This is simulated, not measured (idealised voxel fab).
The following process module bears the name voxel ribs on slabs.
Displayed cross-section: cut, width of 290 nm, square cells sized 5 nm.
For the purposes of this document, a cross-section shall be understood as a grid of square cells, specified as bands listed in top-to-bottom order, each band consisting of one or more rows of cells.
Each band's line starts with the height of the band's top and of its bottom, in nm. Then come its materials from left to right, each with its width in nm. One material with "everywhere" fills the band from edge to edge. "air" is empty space.
Note: height 0 marks the level under which the wafer is uniformly one material as received. Lowest band unbounded below, written "top 0, no bottom".
Quick explanation for "30..40": the width changes in equal steps down the rows of cells, from the first number in the band's top row to the second number in its bottom row.
What does "nothing was modified" mean for a step? It means no cell of the cross-section changed in that step.
The label "Cavities, closed" introduces a list of the empty spaces, 8 cells or larger, that have no open way up to the top; each entry in it reads width x height at distance, where the distance is taken from the left edge and all three are stated in nm.
Formally, on a step line, whatever follows the settings is a remark that the simulator itself makes on the step.
"overlay nm" answers the question of how far to the right of plan the mask lay on a step that has a mask, and when it is negative the answer is to the left.

Set out below are the planned steps of the process
1,RECEIVE, material Si
2,DIRECTIONAL_DEP, material SiO2, thk nm 20
3,DIRECTIONAL_DEP, material polySi, thk nm 15
4,MASKED_ETCH, tone cover, mask id RIB, width nm 20, etch materials polySi, depth nm 10, overlay nm 0
5,MASKED_ETCH, tone cover, mask id SLAB, width nm 60, etch materials polySi, depth nm 5, overlay nm 0
6,FILL_DEP, material SiO2, thk nm 25
7,CMP, height nm 45
8,DIRECTIONAL_DEP, material TiN, thk nm 10
9,DIRECTIONAL_DEP, material aC, thk nm 15
10,PATTERN, tone cover, mask id HEATER, material resist, width nm 30, thk nm 30, overlay nm 0
11,DIRECTIONAL_ETCH, etch materials aC, depth nm 15
12,STRIP, etch materials resist
13,DIRECTIONAL_ETCH, etch materials TiN, depth nm 10
14,STRIP, etch materials aC
15,CONFORMAL_DEP, material SiO2, thk nm 5
Same starting wafers, different height nm at step 7. Plan value belongs to the first wafer.

Step 1 complete: as-received cross-section of the first of several wafers
    top 0, no bottom: Si everywhere
    Cavities, closed: none

End-of-module cross-section, first of several wafers, after last step 15
    top 60, bottom 55: air 125  SiO2 40  air 125
    top 55, bottom 50: air 125  SiO2 5  TiN 30  SiO2 5  air 125
    top 50, bottom 45: SiO2 130  TiN 30  SiO2 130
    top 45, bottom 35: SiO2 everywhere
    top 35, bottom 25: SiO2 135  polySi 20  SiO2 135
    top 25, bottom 20: SiO2 115  polySi 60  SiO2 115
    top 20, bottom 0: SiO2 everywhere
    top 0, no bottom: Si everywhere
    Cavities, closed: none

Cross-sectional depiction of the last of several wafers upon completion of the module
    top 75, bottom 70: air 125  SiO2 40  air 125
    top 70, bottom 65: air 125  SiO2 5  TiN 30  SiO2 5  air 125
    top 65, bottom 60: SiO2 130  TiN 30  SiO2 130
    top 60, bottom 35: SiO2 everywhere
    top 35, bottom 25: SiO2 135  polySi 20  SiO2 135
    top 25, bottom 20: SiO2 115  polySi 60  SiO2 115
    top 20, bottom 0: SiO2 everywhere
    top 0, no bottom: Si everywhere
    Cavities, closed: none

Per wafer (row), end of module: delta in cells per material since receipt, (+) for gained, (-) for lost; closed voids after that
height nm 45 | +564 SiO2 | +12 TiN | +20 polySi | Cavities, closed: none
height nm 50 | +622 SiO2 | +12 TiN | +20 polySi | Cavities, closed: none
height nm 55 | +680 SiO2 | +12 TiN | +20 polySi | Cavities, closed: none
height nm 60 | +738 SiO2 | +12 TiN | +20 polySi | Cavities, closed: none
